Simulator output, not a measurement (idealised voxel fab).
Process module heading - voxel self aligned vias
Xsec cut, 160 nm wide, square cell size 5 nm.
Cross-section = grid of square cells, listed top down in bands; band = one or more rows. First you get the band's top height and its bottom height, in nm, and then the materials it's made of, left to right, with each width in nm. If you see a single material with "edge to edge", that one covers the band edge to edge. "empty" is empty space. Zero point of the height axis is 0; under it, received wafer = one material. Lowest band: continues down indefinitely, "z 0 and below". Read "30..40" as a graded width: first number on top, second number at the bottom, same change between each pair of neighbouring rows. The designation "nothing got changed", where it is given for a processing step, indicates that no cell of the cross-section was altered in the course of that step. "Fully sealed cavities" specifies each empty space that is not open to the top and that occupies no fewer than 8 cells, using the form width x height at distance, the distance measured from the left edge and all three quantities in nm. Formally, on a step line, whatever follows the settings is a remark that the simulator itself makes on the step. "overlay nm" answers the question of how far to the right of plan the mask lay on a step that has a mask, and when it is negative the answer is to the left.
-- Steps in the process plan
1) RECEIVE with material Si
2) CONFORMAL_DEP with material SiO2, thk nm 15
3) CONFORMAL_DEP with material SiCN, thk nm 5
4) DIRECTIONAL_DEP with material SiO2, thk nm 25
5) MASKED_ETCH with tone open, mask id LINES, width nm 25, pitch nm 50, etch materials SiO2, depth nm 25, overlay nm 0
6) CONFORMAL_DEP with material TiN, thk nm 5
7) FILL_DEP with material Ru, thk nm 10
8) CMP with height nm 45
9) SELECTIVE_ETCH with etch materials W Ru TiN, depth nm 10
10) FILL_DEP with material SiN, thk nm 5
11) CMP with height nm 45
12) DIRECTIONAL_DEP with material SiO2, thk nm 20
13) PATTERN with tone open, mask id VIAS, material resist, width nm 35, pitch nm 50, thk nm 20, overlay nm 0
14) DIRECTIONAL_ETCH with etch materials SiO2, depth nm 20
15) DIRECTIONAL_ETCH with etch materials SiN, depth nm 10
16) STRIP with etch materials resist
17) CONFORMAL_DEP with material TiN, thk nm 5
18) FILL_DEP with material W, thk nm 10
19) CMP with height nm 65
20) CONFORMAL_DEP with material SiCN, thk nm 5
-- Wafer cross-section on receipt, i.e. after step 1
- z 0 and below | Si edge to edge
- Fully sealed cavities: none
-- Cross-section taken at module completion on the first of two wafers; processed per the plan
- z 70 to 65 | SiCN edge to edge
- z 65 to 50 | SiO2 35 nm | TiN 5 nm | W 25 nm | TiN 5 nm | SiO2 15 nm | TiN 5 nm | W 25 nm | TiN 5 nm | SiO2 40 nm
- z 50 to 40 | SiO2 35..40 nm | TiN 10..5 nm | W 15 nm | TiN 10..5 nm | SiO2 15..25 nm | TiN 10..5 nm | W 15 nm | TiN 10..5 nm | SiO2 40..45 nm
- z 40 to 35 | SiO2 40 nm | TiN 25 nm | SiO2 25 nm | TiN 25 nm | SiO2 45 nm
- z 35 to 25 | SiO2 40 nm | TiN 5 nm | Ru 15 nm | TiN 5 nm | SiO2 25 nm | TiN 5 nm | Ru 15 nm | TiN 5 nm | SiO2 45 nm
- z 25 to 20 | SiO2 40 nm | TiN 25 nm | SiO2 25 nm | TiN 25 nm | SiO2 45 nm
- z 20 to 15 | SiCN edge to edge
- z 15 to 0 | SiO2 edge to edge
- z 0 and below | Si edge to edge
- Fully sealed cavities: none
-- The second wafer, shown in cross-section after the module: started the same way as the first and given the same plan, yet one mistake crept into how it was run
- z 70 to 65 | SiCN edge to edge
- z 65 to 40 | SiO2 35 nm | TiN 5 nm | W 25 nm | TiN 5 nm | SiO2 15 nm | TiN 5 nm | W 25 nm | TiN 5 nm | SiO2 40 nm
- z 40 to 35 | SiO2 35 nm | TiN 35 nm | SiO2 15 nm | TiN 35 nm | SiO2 40 nm
- z 35 to 25 | SiO2 35 nm | TiN 10 nm | Ru 15 nm | TiN 10 nm | SiO2 15 nm | TiN 10 nm | Ru 15 nm | TiN 10 nm | SiO2 40 nm
- z 25 to 20 | SiO2 40 nm | TiN 25 nm | SiO2 25 nm | TiN 25 nm | SiO2 45 nm
- z 20 to 15 | SiCN edge to edge
- z 15 to 0 | SiO2 edge to edge
- z 0 and below | Si edge to edge
- Fully sealed cavities: none
Which mistake was made when the wafer was run? step 14 of the plan was executed twice over
Wafer comparison, final, in cells, second relative to first, materials more or fewer: SiO2: 16 fewer | TiN: 8 more | W: 8 more
